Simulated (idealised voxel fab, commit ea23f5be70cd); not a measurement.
process module | voxel wiring stack
cross-section cut | 195 nm wide | cells 5 nm
A cross-section is a grid of square cells, given in bands from the top down. A band is one or more rows of cells.
Each band's line starts with the height of the band's top and of its bottom, in nm. Then come its materials from left to right, each with its width in nm. One material with "throughout" fills the band from edge to edge. "air" is empty space.
Height 0 is the level under which the wafer as received is all one material. The lowest band goes on downwards, as in "0 down".
A width such as "30 to 40" changes by the same amount from each row of cells to the next, from the band's top row to its bottom row.
"no change" after a step means that no cell of the cross-section changed.
closed voids: empty space of 8 cells or more with no open way to the top, each as width x height at its distance from the left edge, in nm
after a step's settings: what the simulator itself notes on the step
overlay nm, on a step with a mask: how far to the right of its planned place the mask lay; to the left if negative
plan
1 op RECEIVE | material Si
2 op CONFORMAL_DEP | material SiO2 | thk nm 10
3 op CONFORMAL_DEP | material SiN | thk nm 5
4 op DIRECTIONAL_DEP | material SiO2 | thk nm 15
5 op DIRECTIONAL_DEP | material aC | thk nm 15
6 op PATTERN | tone open | mask id METAL_1 | material resist | width nm 25 | pitch nm 40 | thk nm 35 | overlay nm 0
7 op DIRECTIONAL_ETCH | etch materials aC | depth nm 15
8 op STRIP | etch materials resist
9 op DIRECTIONAL_ETCH | etch materials SiO2 | depth nm 15
10 op DIRECTIONAL_ETCH | etch materials SiN | depth nm 5
11 op STRIP | etch materials aC
12 op CONFORMAL_DEP | material TiN | thk nm 5
13 op FILL_DEP | material W | thk nm 10
14 op CMP | height nm 30
15 op EPI | material Ru | thk nm 5
16 op FILL_DEP | material SiCN | thk nm 5
17 op DIRECTIONAL_DEP | material lowk | thk nm 15
18 op DIRECTIONAL_DEP | material aC | thk nm 10
19 op PATTERN | tone open | mask id PLUG_1 | material resist | width nm 15 | pitch nm 40 | thk nm 30 | overlay nm 0
20 op DIRECTIONAL_ETCH | etch materials aC | depth nm 10
21 op STRIP | etch materials resist
22 op DIRECTIONAL_ETCH | etch materials lowk | depth nm 15
23 op DIRECTIONAL_ETCH | etch materials SiCN | depth nm 5
24 op STRIP | etch materials aC
25 op CONFORMAL_DEP | material TiN | thk nm 5
26 op FILL_DEP | material W | thk nm 10
27 op CMP | height nm 55
28 op CONFORMAL_DEP | material SiN | thk nm 5
29 op DIRECTIONAL_DEP | material SiO2 | thk nm 20
30 op MASKED_ETCH | tone open | mask id METAL_2 | width nm 25 | pitch nm 40 | etch materials SiO2 | depth nm 20 | overlay nm 0
31 op MASKED_ETCH | tone open | mask id METAL_2 | width nm 25 | pitch nm 40 | etch materials SiN | depth nm 5 | overlay nm 0
32 op CONFORMAL_DEP | material TiN | thk nm 5
33 op FILL_DEP | material Cu | thk nm 5
34 op CMP | height nm 80
35 op CONFORMAL_DEP | material SiCN | thk nm 5
36 op DIRECTIONAL_DEP | material SiO2 | thk nm 20
37 op DIRECTIONAL_DEP | material aC | thk nm 15
38 op PATTERN | tone open | mask id PLUG_2 | material resist | width nm 15 | pitch nm 40 | thk nm 30 | overlay nm 0
39 op DIRECTIONAL_ETCH | etch materials aC | depth nm 15
40 op STRIP | etch materials resist
41 op DIRECTIONAL_ETCH | etch materials SiO2 | depth nm 20
42 op DIRECTIONAL_ETCH | etch materials SiCN | depth nm 5
43 op STRIP | etch materials aC
44 op CONFORMAL_DEP | material TiN | thk nm 5
45 op FILL_DEP | material W | thk nm 10
46 op CMP | height nm 105
47 op DIRECTIONAL_DEP | material TiN | thk nm 5
48 op DIRECTIONAL_DEP | material W | thk nm 25
49 op PATTERN | tone cover | mask id METAL_3 | material resist | width nm 25 | pitch nm 40 | thk nm 20 | overlay nm -15
50 op DIRECTIONAL_ETCH | etch materials W | depth nm 25
51 op DIRECTIONAL_ETCH | etch materials TiN | depth nm 5
52 op STRIP | etch materials resist
53 op FILL_DEP | material lowk | thk nm 5
54 op CMP | height nm 135
55 op CONFORMAL_DEP | material SiN | thk nm 5
varied across the wafers: overlay nm of step 49. The plan shows the first wafer's value. All wafers start alike
first wafer as received, after step 1
  0 down: Si throughout
  closed voids: none
each wafer at the end: cells of each material gained (+) or lost (-) since it was received, then its closed voids
overlay nm -15 | +36 Cu | +21 Ru | +78 SiCN | +87 SiN | +366 SiO2 | +147 TiN | +123 W | +234 lowk | closed voids: none
overlay nm -10 | +36 Cu | +21 Ru | +78 SiCN | +87 SiN | +366 SiO2 | +147 TiN | +123 W | +234 lowk | closed voids: none
overlay nm -5 | +36 Cu | +21 Ru | +78 SiCN | +87 SiN | +366 SiO2 | +147 TiN | +123 W | +234 lowk | closed voids: none
overlay nm 0 | +36 Cu | +21 Ru | +78 SiCN | +87 SiN | +366 SiO2 | +147 TiN | +123 W | +234 lowk | closed voids: none
overlay nm 5 | +36 Cu | +21 Ru | +78 SiCN | +87 SiN | +366 SiO2 | +147 TiN | +123 W | +234 lowk | closed voids: none
overlay nm 10 | +36 Cu | +21 Ru | +78 SiCN | +87 SiN | +366 SiO2 | +147 TiN | +123 W | +234 lowk | closed voids: none
overlay nm 15 | +36 Cu | +21 Ru | +78 SiCN | +87 SiN | +366 SiO2 | +147 TiN | +123 W | +234 lowk | closed voids: none
